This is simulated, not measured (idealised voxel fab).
Proc. module: voxel lift off
Cross-sectional view cut (width: 245 nm; square cell size: 5 nm).
Cross-section format: a grid of square cells, given as bands from top to bottom; each band is one or more rows of cells. Read a band's entry like this: the first values are the height of its top and the height of its bottom in nm, and what follows is the sequence of materials from left to right, each with its width in nm. Note that "blank" is empty space, and that a single material marked "all across" reaches across the band from edge to edge. All heights in this document are referenced to 0, defined as the level beneath which the wafer, as received, consists entirely of one material. The lowest band is not bounded below; it extends indefinitely downward and is written in the form "0 and below". The two numbers in a width such as "30->40" mark its ends across the band: the first belongs to the top row of cells, the second to the bottom row, and from each row to the next the width moves by the same amount. "no alteration" -> step changed no cross-section cell. "Fully sealed cavities": sealed empty spaces, 8 cells or more, no open way to top, listed width x height at distance, with distance from the left edge and width, height and distance in nm. If you see something after the settings on a step's line, that's the simulator's own remark about that step. What "overlay nm" on a step's line means: if the step has a mask, that mask lay this far to the right of its planned place, or, when the value is negative, to the left.

# Steps planned for the process
| 1 | op RECEIVE | material Si |
| 2 | op CONFORMAL_DEP | material Al2O3 | thk nm 5 |
| 3 | op PATTERN | tone open | mask id LINES | material resist | width nm 25 | pitch nm 45 | thk nm 20 | overlay nm 0 |
| 4 | op DIRECTIONAL_DEP | material Ru | thk nm 5 |
| 5 | op STRIP | etch materials resist |
| 6 | op CONFORMAL_DEP | material SiO2 | thk nm 10 |

# Cross-section: wafer on arrival = after step 1
- 0 and below | Si all across
- Fully sealed cavities: none

# Same starting wafer, same plan as above, one mistake in the execution; this is the cross-section at the end of the module
- 25 down to 20 | blank (25) / SiO2 (190) / blank (30)
- 20 down to 10 | SiO2 all across
- 10 down to 5 | SiO2 (40) / Ru (25) / SiO2 (20) / Ru (25) / SiO2 (20) / Ru (25) / SiO2 (20) / Ru (25) / SiO2 (45)
- 5 down to 0 | Al2O3 all across
- 0 and below | Si all across
- Fully sealed cavities: none
Deviation noted in wafer processing: not per plan at step 6, really ran op CONFORMAL_DEP | material SiO2 | thk nm 15
